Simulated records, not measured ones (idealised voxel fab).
process module | voxel plated lines
cross-section cut | 230 nm wide | cells 5 nm
A cross-section is a grid of square cells, given in bands from the top down. A band is one or more rows of cells.
Each band's line starts with the height of the band's top and of its bottom, in nm. Then come its materials from left to right, each with its width in nm. One material with "throughout" fills the band from edge to edge. "air" is empty space.
Height 0 is the level under which the wafer as received is all one material. The lowest band goes on downwards, as in "0 down".
A width such as "30 to 40" changes by the same amount from each row of cells to the next, from the band's top row to its bottom row.
"no change" after a step means that no cell of the cross-section changed.
closed voids: empty space of 8 cells or more with no open way to the top, each as width x height at its distance from the left edge, in nm
after a step's settings: what the simulator itself notes on the step
overlay nm, on a step with a mask: how far to the right of its planned place the mask lay; to the left if negative
plan
1 op RECEIVE | material Si
2 op CONFORMAL_DEP | material Al2O3 | thk nm 5
3 op DIRECTIONAL_DEP | material TiN | thk nm 5
4 op PATTERN | tone open | mask id LINES | material resist | width nm 20 | pitch nm 45 | thk nm 35 | overlay nm 0
5 op EPI | material Ru | thk nm 10
6 op EPI | material Ru | thk nm 5
7 op EPI | material Ru | thk nm 5
8 op STRIP | etch materials resist
9 op DIRECTIONAL_ETCH | etch materials TiN | depth nm 5
10 op CONFORMAL_DEP | material SiO2 | thk nm 5
first wafer, as planned
as received, after step 1
  0 down: Si throughout
  closed voids: none
after step 2
  5 to 0: Al2O3 throughout
  below 0: unchanged
after step 3
  10 to 5: TiN throughout
  below 5: unchanged
after step 4
  45 to 10: resist 35 | air 20 | resist 25 | air 20 | resist 25 | air 20 | resist 25 | air 20 | resist 40
  below 10: unchanged
after step 5
  45 to 20: resist 35 | air 20 | resist 25 | air 20 | resist 25 | air 20 | resist 25 | air 20 | resist 40
  20 to 10: resist 35 | Ru 20 | resist 25 | Ru 20 | resist 25 | Ru 20 | resist 25 | Ru 20 | resist 40
  below 10: unchanged
after step 6
  45 to 25: resist 35 | air 20 | resist 25 | air 20 | resist 25 | air 20 | resist 25 | air 20 | resist 40
  25 to 10: resist 35 | Ru 20 | resist 25 | Ru 20 | resist 25 | Ru 20 | resist 25 | Ru 20 | resist 40
  below 10: unchanged
after step 7
  45 to 30: resist 35 | air 20 | resist 25 | air 20 | resist 25 | air 20 | resist 25 | air 20 | resist 40
  30 to 10: resist 35 | Ru 20 | resist 25 | Ru 20 | resist 25 | Ru 20 | resist 25 | Ru 20 | resist 40
  below 10: unchanged
after step 8
  30 to 10: air 35 | Ru 20 | air 25 | Ru 20 | air 25 | Ru 20 | air 25 | Ru 20 | air 40
  below 10: unchanged
after step 9
  30 to 10: air 35 | Ru 20 | air 25 | Ru 20 | air 25 | Ru 20 | air 25 | Ru 20 | air 40
  10 to 5: air 35 | TiN 20 | air 25 | TiN 20 | air 25 | TiN 20 | air 25 | TiN 20 | air 40
  below 5: unchanged
after step 10
  35 to 30: air 30 | SiO2 30 | air 15 | SiO2 30 | air 15 | SiO2 30 | air 15 | SiO2 30 | air 35
  30 to 10: air 30 | SiO2 5 | Ru 20 | SiO2 5 | air 15 | SiO2 5 | Ru 20 | SiO2 5 | air 15 | SiO2 5 | Ru 20 | SiO2 5 | air 15 | SiO2 5 | Ru 20 | SiO2 5 | air 35
  10 to 5: SiO2 35 | TiN 20 | SiO2 25 | TiN 20 | SiO2 25 | TiN 20 | SiO2 25 | TiN 20 | SiO2 40
  below 5: unchanged
second wafer: like start, like plan, one mistake. Through step 2 it matches the first wafer
when step 3 should have ended
  10 to 5: SiO2 throughout
  below 5: unchanged
when step 4 should have ended
  45 to 10: resist 35 | air 20 | resist 25 | air 20 | resist 25 | air 20 | resist 25 | air 20 | resist 40
  below 10: unchanged
when step 5 should have ended: no change
when step 6 should have ended: no change
when step 7 should have ended: no change
when step 8 should have ended
  10 to 5: SiO2 throughout
  below 5: unchanged
when step 9 should have ended: no change
when step 10 should have ended
  15 to 5: SiO2 throughout
  below 5: unchanged
what went wrong: step 3 ran as: op DIRECTIONAL_DEP | material SiO2 | thk nm 5
at the end the second wafer has, in cells: 64 fewer of Ru | 6 more of SiO2 | 16 fewer of TiN
